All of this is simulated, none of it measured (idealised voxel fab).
voxel fin reveal: a process module
Each square cell in cross-section cut measures 5 nm, and the section as a whole is 180 nm wide.
For the purposes of this document, a cross-section shall be understood as a grid of square cells, specified as bands listed in top-to-bottom order, each band consisting of one or more rows of cells. Basically the band line says how high the top is and how high the bottom is, in nm, and then what's in it from left to right, every material with its width in nm. Empty space shows up as "blank", and if a single material carries "everywhere" it runs the full band edge to edge. Heights are reckoned from 0. Under this level, the received wafer is all of one material. The bottommost band is open-ended downward, for example "z 0 and below". A two-number width, for instance "30->40", indicates that the width is equal to the first number in the top row of the band and to the second number in the bottom row, and that it changes by a constant amount per row of cells. Step note "identical to before" = no cross-section cell changed. "Voids, fully enclosed" means: voids of 8 cells or more that are shut off from the top with no open way through. Written width x height at distance, distance from the left edge, in nm. Note: text after step settings on the step line = simulator remark on that step. The setting "overlay nm" may be written on the line of a step. When the step uses a mask, the value reports how far to the right of the planned place the mask lay, and a negative value reports that it lay to the left.
**Planned process steps**
| 1 | RECEIVE: material Si |
| 2 | CONFORMAL_DEP: material SiN, thk nm 10 |
| 3 | MASKED_ETCH: tone cover, mask id FINS, width nm 15, pitch nm 35, etch materials SiN, depth nm 10, overlay nm 0 |
| 4 | MASKED_ETCH: tone cover, mask id FINS, width nm 15, pitch nm 35, etch materials Si, depth nm 40, overlay nm 0 |
| 5 | OXIDIZE: depth nm 5 |
| 6 | FILL_DEP: material SiO2, thk nm 15 |
| 7 | CMP: height nm 10 |
| 8 | SELECTIVE_ETCH: etch materials SiO2, depth nm 35 |
| 9 | STRIP: etch materials SiN |
**Received-state cross-section, reflecting completion of step 1**
* z 0 and below: Si everywhere
* Voids, fully enclosed: none
**first wafer at the end, as planned**
* z 0 to -25: 70 blank | 5 Si | 30 blank | 5 Si | 70 blank
* z -25 to -45: 70 SiO2 | 5 Si | 30 SiO2 | 5 Si | 70 SiO2
* z -45 and below: Si everywhere
* Voids, fully enclosed: none
**Cross-section of the latter of the two wafers at module completion. It had an identical start and an identical plan to the former; in running it, one mistake was made**
* z 0 to -45: 70 blank | 5 Si | 30 blank | 5 Si | 70 blank
* z -45 and below: Si everywhere
* Voids, fully enclosed: none
Misprocessing identified: step 8 of the plan was executed twice over
Per the end-of-run cell counts, the second wafer holds more or fewer of some materials than the first: SiO2: 136 fewer
